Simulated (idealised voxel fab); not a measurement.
Herein follows the process module entitled voxel trench capacitor.
Pictured: cross-section cut, 245 nm wide, on a grid of 5 nm square cells.
If you're reading a cross-section in this doc, picture square cells in a grid; it comes to you as bands, top ones listed first down to the bottom, and a band can be one or more rows of cells. The band entry comprises the height of the band's top followed by the height of its bottom, expressed in nm, and subsequently the band's materials from left to right, each stated together with its width in nm. Where a single material is marked with the word "everywhere", that material fills the band from edge to edge. The word "blank" represents empty space. Convention: height 0 is the level below which the wafer, as received, is all one material. The lowest band does not terminate at the bottom but continues downward, represented as "0 and below". Note: "30..40" means the width goes from the first number (top row of the band) to the second number (bottom row) in equal steps per row of cells. You'll sometimes find "no change" written for a step, and that's the way of saying that nowhere in the cross-section did a cell change during that step. Closed empty spaces (no open way to the top) of 8 cells or more are what "Completely sealed voids" lists, each as width x height at distance from the left edge, nm for all three. Read whatever lies past the settings on a step's line as the simulator's own remark about the step. What "overlay nm" on a step's line means: if the step has a mask, that mask lay this far to the right of its planned place, or, when the value is negative, to the left.

**These are the steps we planned for the process**
| 1 | RECEIVE (material Si) |
| 2 | CONFORMAL_DEP (material SiN; thk nm 5) |
| 3 | PATTERN (tone open; mask id TRENCH; material resist; width nm 25; pitch nm 50; thk nm 15; overlay nm 0) |
| 4 | DIRECTIONAL_ETCH (etch materials SiN; depth nm 5) |
| 5 | DIRECTIONAL_ETCH (etch materials Si; depth nm 40) |
| 6 | STRIP (etch materials resist) |
| 7 | CONFORMAL_DEP (material Al2O3; thk nm 5) |
| 8 | CONFORMAL_DEP (material TiN; thk nm 5) |
| 9 | FILL_DEP (material W; thk nm 10) |
| 10 | CMP (height nm 5) |
All wafers enter the flow in the same state. The thk nm at step 7 differs from wafer to wafer, and the plan gives the value for the first wafer.

**Incoming state of the first of several wafers in cross-section: after step 1**
- 0 and below: Si everywhere
- Completely sealed voids: none

**wafer rows; end of module; cells per material since receipt: (+) gained, (-) lost; then closed voids**
thk nm 5 | +42 Al2O3 | -80 Si | +39 SiN | +34 TiN | +14 W | Completely sealed voids: none
thk nm 10 | +76 Al2O3 | -80 Si | +39 SiN | +14 TiN | Completely sealed voids: none
thk nm 15 | +90 Al2O3 | -80 Si | +39 SiN | Completely sealed voids: none
thk nm 20 | +90 Al2O3 | -80 Si | +39 SiN | Completely sealed voids: none
